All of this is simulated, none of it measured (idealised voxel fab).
The process module presented herein is designated voxel released beams.
260 nm wide, 5 nm square cells: that's cross-section cut.
In what follows, cross-sections appear as grids of square cells, described through bands that run from the top down, where every band is one or more rows of cells.
Heights first: top, then bottom, in nm. Then materials, left to right, each with a width in nm. "throughout" on a single material: fills the band edge to edge. "air": empty space.
Beneath 0, the wafer as received is one material, and that level is where height counting begins. The lowest band goes on downward without a bottom; it is written like "0 nm and below".
Note: "30..40" means the width goes from the first number (top row of the band) to the second number (bottom row) in equal steps per row of cells.
No cell of the cross-section changed in a step that is given as "same as before".
Voids not open to the top, 8 cells minimum: see "Enclosed cavities". Written width x height at distance; distance is from the left edge; nm.
Step line, after settings: the simulator's comment on this step.
Regarding "overlay nm": on a step with a mask, it is the distance the mask lay to the right of its planned place; a negative value places it to the left.

## The following list gives the planned process steps
step 1: RECEIVE,material Si
step 2: CONFORMAL_DEP,material Al2O3,thk nm 5
step 3: DIRECTIONAL_DEP,material SiO2,thk nm 10
step 4: MASKED_ETCH,tone open,mask id ANCHOR,width nm 45,etch materials SiO2,depth nm 10,overlay nm 0
step 5: CONFORMAL_DEP,material polySi,thk nm 15
step 6: PATTERN,tone cover,mask id BEAM,material resist,width nm 120,thk nm 20,overlay nm 0
step 7: DIRECTIONAL_ETCH,etch materials polySi,depth nm 15
step 8: STRIP,etch materials resist
step 9: STRIP,etch materials SiO2
Split variable: width nm, step 6. Plan value = first wafer. Wafers start alike.

## Cross-section, first of several wafers, as delivered after step 1
	0 nm and below | Si throughout
	Enclosed cavities: none

## Quick look at the cross-section of the first of several wafers after step 9, which wraps up the module
	30 nm to 20 nm | air 65 nm  polySi 15 nm  air 15 nm  polySi 90 nm  air 75 nm
	20 nm to 15 nm | air 65 nm  polySi 120 nm  air 75 nm
	15 nm to 5 nm | air 65 nm  polySi 45 nm  air 150 nm
	5 nm to 0 nm | Al2O3 throughout
	0 nm and below | Si throughout
	Enclosed cavities: none

## Cross-sectional depiction of the last of several wafers upon completion of the module
	30 nm to 20 nm | air 55 nm  polySi 25 nm  air 15 nm  polySi 105 nm  air 60 nm
	20 nm to 15 nm | air 55 nm  polySi 145 nm  air 60 nm
	15 nm to 5 nm | air 65 nm  polySi 45 nm  air 150 nm
	5 nm to 0 nm | Al2O3 throughout
	0 nm and below | Si throughout
	Enclosed cavities: none

## Quick key for the table: a row per wafer, taken at the end of the module. For each material it tells you how many cells the wafer gained (+) or lost (-) since it came in, and the closed voids come after
width nm 120 | +52 Al2O3 | +84 polySi | Enclosed cavities: none
width nm 125 | +52 Al2O3 | +87 polySi | Enclosed cavities: none
width nm 130 | +52 Al2O3 | +90 polySi | Enclosed cavities: none
width nm 135 | +52 Al2O3 | +93 polySi | Enclosed cavities: none
width nm 140 | +52 Al2O3 | +96 polySi | Enclosed cavities: none
width nm 145 | +52 Al2O3 | +99 polySi | Enclosed cavities: none
